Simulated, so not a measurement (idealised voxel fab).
Process module in this document: voxel ribs on slabs
Section shown: cut. Width: 265 nm. Cell size: 5 nm, square.
Bands, listed from the top down, are how a cross-section gets written in this document; the cross-section itself is a grid of square cells, and a band is one or more rows of them.
Top height, bottom height, nm. Materials left to right, width each, nm. Single material + "edge to edge" = fills band edge to edge. "blank" = empty.
Counting heights begins at 0, where everything beneath is, in the wafer as received, one material. The lowest band has no bottom; it goes on downwards, as "from 0 down" shows.
When a width is written as two numbers, as in "30..40", the first number is the width in the top row of cells of the band and the second is the width in its bottom row, and the width changes by the same amount from each row to the next.
The cross-section has no changed cell in any step marked "nothing different".
This entry, "Unvented cavities", enumerates those empty regions of no fewer than 8 cells that possess no open connection to the top. Each region is reported in the form width x height at distance, the distance being taken from the left edge, with all three quantities expressed in nm.
Past the settings on a step's line: simulator remark, on that step.
A step's line can hold "overlay nm"; with a mask on that step, the setting says how far right of the planned place the mask lay, while a negative setting says it lay to the left.
# Planned process steps
| 1 | op RECEIVE | material Si |
| 2 | op DIRECTIONAL_DEP | material SiO2 | thk nm 30 |
| 3 | op DIRECTIONAL_DEP | material SiN | thk nm 15 |
| 4 | op PATTERN | tone cover | mask id RIB | material resist | width nm 20 | thk nm 20 | overlay nm 0 |
| 5 | op DIRECTIONAL_ETCH | etch materials SiN | depth nm 10 |
| 6 | op STRIP | etch materials resist |
| 7 | op PATTERN | tone cover | mask id SLAB | material resist | width nm 80 | thk nm 20 | overlay nm 0 |
| 8 | op DIRECTIONAL_ETCH | etch materials SiN | depth nm 5 |
| 9 | op STRIP | etch materials resist |
| 10 | op FILL_DEP | material SiO2 | thk nm 20 |
| 11 | op CMP | height nm 55 |
| 12 | op DIRECTIONAL_DEP | material W | thk nm 5 |
| 13 | op DIRECTIONAL_DEP | material aC | thk nm 15 |
| 14 | op PATTERN | tone cover | mask id HEATER | material resist | width nm 30 | thk nm 30 | overlay nm 0 |
| 15 | op DIRECTIONAL_ETCH | etch materials aC | depth nm 15 |
| 16 | op STRIP | etch materials resist |
| 17 | op DIRECTIONAL_ETCH | etch materials W | depth nm 5 |
| 18 | op STRIP | etch materials aC |
| 19 | op CONFORMAL_DEP | material SiO2 | thk nm 10 |
# Account of the first of two wafers, which was processed as intended
# This is the cross-section of the wafer as we received it, i.e. after step 1
> from 0 down: Si edge to edge
> Unvented cavities: none
# Sectional view: wafer, after step 2
> from 30 to 0: SiO2 edge to edge
> Below 0, no change.
# Sectional view: wafer, after step 3
> from 45 to 30: SiN edge to edge
> Below 30, no change.
# Sectional view: wafer, after step 4
> from 65 to 45: blank: 120, resist: 20, blank: 125
> Below 45, no change.
# Sectional view: wafer, after step 5
> from 65 to 45: blank: 120, resist: 20, blank: 125
> from 45 to 35: blank: 120, SiN: 20, blank: 125
> Below 35, no change.
# Sectional view: wafer, after step 6
> from 45 to 35: blank: 120, SiN: 20, blank: 125
> Below 35, no change.
# Sectional view: wafer, after step 7
> from 65 to 45: blank: 90, resist: 80, blank: 95
> from 45 to 35: blank: 90, resist: 30, SiN: 20, resist: 30, blank: 95
> Below 35, no change.
# Sectional view: wafer, after step 8
> from 65 to 45: blank: 90, resist: 80, blank: 95
> from 45 to 35: blank: 90, resist: 30, SiN: 20, resist: 30, blank: 95
> from 35 to 30: blank: 90, SiN: 80, blank: 95
> Below 30, no change.
# Sectional view: wafer, after step 9
> from 45 to 35: blank: 120, SiN: 20, blank: 125
> Below 35, no change.
# Sectional view: wafer, after step 10
> from 65 to 45: SiO2 edge to edge
> from 45 to 35: SiO2: 120, SiN: 20, SiO2: 125
> from 35 to 30: SiO2: 90, SiN: 80, SiO2: 95
> Below 30, no change.
# Sectional view: wafer, after step 11
> from 55 to 45: SiO2 edge to edge
> Below 45, no change.
# Sectional view: wafer, after step 12
> from 60 to 55: W edge to edge
> Below 55, no change.
# Sectional view: wafer, after step 13
> from 75 to 60: aC edge to edge
> Below 60, no change.
# Sectional view: wafer, after step 14
> from 105 to 75: blank: 115, resist: 30, blank: 120
> Below 75, no change.
# Sectional view: wafer, after step 15
> from 90 to 75: blank: 115, resist: 30, blank: 120
> from 75 to 60: blank: 115, aC: 30, blank: 120
> Below 60, no change.
# Sectional view: wafer, after step 16
> from 75 to 60: blank: 115, aC: 30, blank: 120
> Below 60, no change.
# Sectional view: wafer, after step 17
> from 75 to 60: blank: 115, aC: 30, blank: 120
> from 60 to 55: blank: 115, W: 30, blank: 120
> Below 55, no change.
# Sectional view: wafer, after step 18
> from 60 to 55: blank: 115, W: 30, blank: 120
> Below 55, no change.
# Sectional view: wafer, after step 19
> from 70 to 65: blank: 105, SiO2: 50, blank: 110
> from 65 to 60: SiO2 edge to edge
> from 60 to 55: SiO2: 115, W: 30, SiO2: 120
> Below 55, no change.
# Second wafer - shared start and plan with the first - one error in running - same as the first up to step 3 inclusive
# Second wafer profile in section, at the moment step 4 of the plan was meant to be complete
> from 65 to 45: blank: 110, resist: 20, blank: 135
> Below 45, no change.
# Second wafer profile in section, at the moment step 5 of the plan was meant to be complete
> from 65 to 45: blank: 110, resist: 20, blank: 135
> from 45 to 35: blank: 110, SiN: 20, blank: 135
> Below 35, no change.
# Second wafer profile in section, at the moment step 6 of the plan was meant to be complete
> from 45 to 35: blank: 110, SiN: 20, blank: 135
> Below 35, no change.
# Second wafer profile in section, at the moment step 7 of the plan was meant to be complete
> from 65 to 45: blank: 90, resist: 80, blank: 95
> from 45 to 35: blank: 90, resist: 20, SiN: 20, resist: 40, blank: 95
> Below 35, no change.
# Second wafer profile in section, at the moment step 8 of the plan was meant to be complete
> from 65 to 45: blank: 90, resist: 80, blank: 95
> from 45 to 35: blank: 90, resist: 20, SiN: 20, resist: 40, blank: 95
> from 35 to 30: blank: 90, SiN: 80, blank: 95
> Below 30, no change.
# Second wafer profile in section, at the moment step 9 of the plan was meant to be complete
> from 45 to 35: blank: 110, SiN: 20, blank: 135
> Below 35, no change.
# Second wafer profile in section, at the moment step 10 of the plan was meant to be complete
> from 65 to 45: SiO2 edge to edge
> from 45 to 35: SiO2: 110, SiN: 20, SiO2: 135
> from 35 to 30: SiO2: 90, SiN: 80, SiO2: 95
> Below 30, no change.
# Second wafer profile in section, at the moment step 11 of the plan was meant to be complete
> from 55 to 45: SiO2 edge to edge
> Below 45, no change.
# Second wafer profile in section, at the moment step 12 of the plan was meant to be complete
> from 60 to 55: W edge to edge
> Below 55, no change.
# Second wafer profile in section, at the moment step 13 of the plan was meant to be complete
> from 75 to 60: aC edge to edge
> Below 60, no change.
# Second wafer profile in section, at the moment step 14 of the plan was meant to be complete
> from 105 to 75: blank: 115, resist: 30, blank: 120
> Below 75, no change.
# Second wafer profile in section, at the moment step 15 of the plan was meant to be complete
> from 90 to 75: blank: 115, resist: 30, blank: 120
> from 75 to 60: blank: 115, aC: 30, blank: 120
> Below 60, no change.
# Second wafer profile in section, at the moment step 16 of the plan was meant to be complete
> from 75 to 60: blank: 115, aC: 30, blank: 120
> Below 60, no change.
# Second wafer profile in section, at the moment step 17 of the plan was meant to be complete
> from 75 to 60: blank: 115, aC: 30, blank: 120
> from 60 to 55: blank: 115, W: 30, blank: 120
> Below 55, no change.
# Second wafer profile in section, at the moment step 18 of the plan was meant to be complete
> from 60 to 55: blank: 115, W: 30, blank: 120
> Below 55, no change.
# Second wafer profile in section, at the moment step 19 of the plan was meant to be complete
> from 70 to 65: blank: 105, SiO2: 50, blank: 110
> from 65 to 60: SiO2 edge to edge
> from 60 to 55: SiO2: 115, W: 30, SiO2: 120
> Below 55, no change.
Which mistake was made when the wafer was run? step 4 did not use the planned setting and instead ran as op PATTERN | tone cover | mask id RIB | material resist | width nm 20 | thk nm 20 | overlay nm -10
When the process is done, the second wafer contains the same cell count of every material as the first wafer, but distributed over other locations.
